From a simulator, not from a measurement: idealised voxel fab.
The following process module bears the name voxel transistor to metal.
200 nm wide, 5 nm square cells: that's cross-section cut.
When this document writes out a cross-section, it uses a grid of square cells and lists it as bands, beginning at the top and moving down, with a band standing for one or more rows of cells. A band entry consists of two parts. The first gives the height of the band's top and the height of its bottom, in nm. The rest lists the band's materials from left to right, each with its width in nm. A single material labelled with the word "all across" fills the band from edge to edge, and the word "empty" marks empty space. A quick word on heights: they are counted from 0, and under that level the wafer as it came to us is one material throughout. The lowest band is different from the rest in having no bottom; it simply continues downward, written as in "top 0, no bottom". A two-number width, for instance "30..40", indicates that the width is equal to the first number in the top row of the band and to the second number in the bottom row, and that it changes by a constant amount per row of cells. Step marked "no modification"? Then no cell in the cross-section changed in it. Closed empty spaces (no open way to the top) of 8 cells or more are what "Enclosed void inventory" lists, each as width x height at distance from the left edge, nm for all three. Anything after a step's settings on that line? It's the simulator's own note about the step. overlay nm: where the mask lay relative to plan, measured to the right, on steps with a mask; negatives go left.
-- Process steps - plan
| 1 | op RECEIVE | material Si |
| 2 | op CONFORMAL_DEP | material SiO2 | thk nm 5 |
| 3 | op CONFORMAL_DEP | material SiN | thk nm 15 |
| 4 | op MASKED_ETCH | tone cover | mask id ACTIVE | width nm 115 | etch materials SiN | depth nm 15 | overlay nm 0 |
| 5 | op MASKED_ETCH | tone cover | mask id ACTIVE | width nm 115 | etch materials SiO2 | depth nm 5 | overlay nm 0 |
| 6 | op MASKED_ETCH | tone cover | mask id ACTIVE | width nm 115 | etch materials Si | depth nm 20 | overlay nm 0 |
| 7 | op FILL_DEP | material SiO2 | thk nm 15 |
| 8 | op CMP | height nm 20 |
| 9 | op SELECTIVE_ETCH | etch materials SiO2 | depth nm 10 |
| 10 | op STRIP | etch materials SiN |
| 11 | op SELECTIVE_ETCH | etch materials SiO2 | depth nm 5 |
| 12 | op OXIDIZE | depth nm 5 |
| 13 | op DIRECTIONAL_DEP | material polySi | thk nm 25 |
| 14 | op DIRECTIONAL_DEP | material SiCN | thk nm 10 |
| 15 | op MASKED_ETCH | tone cover | mask id GATE | width nm 25 | etch materials SiCN | depth nm 20 | overlay nm 0 |
| 16 | op MASKED_ETCH | tone cover | mask id GATE | width nm 25 | etch materials polySi | depth nm 35 | overlay nm 0 |
| 17 | op CONFORMAL_DEP | material SiN | thk nm 10 |
| 18 | op DIRECTIONAL_ETCH | etch materials SiN | depth nm 10 |
| 19 | op DIRECTIONAL_ETCH | etch materials SiO2 | depth nm 5 |
| 20 | op EPI | material SiGe | thk nm 5 |
| 21 | op FILL_DEP | material SiO2 | thk nm 5 |
| 22 | op CMP | height nm 35 |
| 23 | op DIRECTIONAL_DEP | material SiO2 | thk nm 10 |
| 24 | op PATTERN | tone open | mask id CONTACT | material resist | width nm 20 | pitch nm 85 | thk nm 15 | overlay nm 0 |
| 25 | op DIRECTIONAL_ETCH | etch materials SiO2 | depth nm 45 |
| 26 | op STRIP | etch materials resist |
| 27 | op CONFORMAL_DEP | material TiN | thk nm 5 |
| 28 | op FILL_DEP | material W | thk nm 10 |
| 29 | op CMP | height nm 45 |
| 30 | op DIRECTIONAL_DEP | material TiN | thk nm 5 |
| 31 | op DIRECTIONAL_DEP | material Ru | thk nm 20 |
| 32 | op DIRECTIONAL_DEP | material aC | thk nm 10 |
| 33 | op PATTERN | tone cover | mask id METAL_1 | material resist | width nm 20 | pitch nm 85 | thk nm 25 | overlay nm 0 |
| 34 | op DIRECTIONAL_ETCH | etch materials aC | depth nm 10 |
| 35 | op STRIP | etch materials resist |
| 36 | op DIRECTIONAL_ETCH | etch materials Ru | depth nm 20 |
| 37 | op DIRECTIONAL_ETCH | etch materials TiN | depth nm 5 |
| 38 | op STRIP | etch materials aC |
| 39 | op CONFORMAL_DEP | material SiN | thk nm 5 |
| 40 | op FILL_DEP | material SiO2 | thk nm 5 |
| 41 | op CMP | height nm 70 |
| 42 | op CONFORMAL_DEP | material SiCN | thk nm 5 |
-- Shown in cross-section is the wafer as received, that is, as it stands after step 1
	top 0, no bottom = Si all across
	Enclosed void inventory: none
-- End-of-module cross-section of the first of two wafers, processed as planned
	top 75, bottom 70 = SiCN all across
	top 70, bottom 50 = 40 nm SiO2; 5 nm SiN; 20 nm Ru; 5 nm SiN; 55 nm SiO2; 5 nm SiN; 20 nm Ru; 5 nm SiN; 45 nm SiO2
	top 50, bottom 45 = 45 nm SiN; 20 nm TiN; 65 nm SiN; 20 nm TiN; 50 nm SiN
	top 45, bottom 35 = 45 nm SiO2; 5 nm TiN; 10 nm W; 5 nm TiN; 65 nm SiO2; 5 nm TiN; 10 nm W; 5 nm TiN; 50 nm SiO2
	top 35, bottom 25 = 45 nm SiO2; 5 nm TiN; 10 nm W; 5 nm TiN; 10 nm SiO2; 10 nm SiN; 25 nm SiCN; 10 nm SiN; 10 nm SiO2; 5 nm TiN; 10 nm W; 5 nm TiN; 50 nm SiO2
	top 25, bottom 5 = 45 nm SiO2; 5 nm TiN; 10 nm W; 5 nm TiN; 10 nm SiO2; 10 nm SiN; 25 nm polySi; 10 nm SiN; 10 nm SiO2; 5 nm TiN; 10 nm W; 5 nm TiN; 50 nm SiO2
	top 5, bottom 0 = 35 nm SiO2; 10 nm SiN; 20 nm TiN; 10 nm SiO2; 10 nm SiN; 25 nm polySi; 10 nm SiN; 10 nm SiO2; 20 nm TiN; 10 nm SiN; 40 nm SiO2
	top 0, bottom -5 = 45 nm SiO2; 30 nm SiGe; 45 nm SiO2; 30 nm SiGe; 50 nm SiO2
	top -5, bottom -20 = 40 nm SiO2; 115 nm Si; 45 nm SiO2
	top -20, no bottom = Si all across
	Enclosed void inventory: none
-- Cross-section, second wafer: same start as the first, same plan as the first, one mistake in running it; taken at the end of the module
	top 75, bottom 70 = SiCN all across
	top 70, bottom 50 = 45 nm Ru; 5 nm SiN; 10 nm SiO2; 5 nm SiN; 65 nm Ru; 5 nm SiN; 10 nm SiO2; 5 nm SiN; 50 nm Ru
	top 50, bottom 45 = 45 nm TiN; 20 nm SiN; 65 nm TiN; 20 nm SiN; 50 nm TiN
	top 45, bottom 35 = 45 nm SiO2; 5 nm TiN; 10 nm W; 5 nm TiN; 65 nm SiO2; 5 nm TiN; 10 nm W; 5 nm TiN; 50 nm SiO2
	top 35, bottom 25 = 45 nm SiO2; 5 nm TiN; 10 nm W; 5 nm TiN; 10 nm SiO2; 10 nm SiN; 25 nm SiCN; 10 nm SiN; 10 nm SiO2; 5 nm TiN; 10 nm W; 5 nm TiN; 50 nm SiO2
	top 25, bottom 5 = 45 nm SiO2; 5 nm TiN; 10 nm W; 5 nm TiN; 10 nm SiO2; 10 nm SiN; 25 nm polySi; 10 nm SiN; 10 nm SiO2; 5 nm TiN; 10 nm W; 5 nm TiN; 50 nm SiO2
	top 5, bottom 0 = 35 nm SiO2; 10 nm SiN; 20 nm TiN; 10 nm SiO2; 10 nm SiN; 25 nm polySi; 10 nm SiN; 10 nm SiO2; 20 nm TiN; 10 nm SiN; 40 nm SiO2
	top 0, bottom -5 = 45 nm SiO2; 30 nm SiGe; 45 nm SiO2; 30 nm SiGe; 50 nm SiO2
	top -5, bottom -20 = 40 nm SiO2; 115 nm Si; 45 nm SiO2
	top -20, no bottom = Si all across
	Enclosed void inventory: none
Against the plan, the run slipped here: step 33 was run on a setting that differed from the plan, and what really ran there is op PATTERN | tone open | mask id METAL_1 | material resist | width nm 20 | pitch nm 85 | thk nm 25 | overlay nm 0
End of process, cell counts, second wafer against first, materials with more or fewer: 96 more of Ru, 24 fewer of SiN, 96 fewer of SiO2, 24 more of TiN
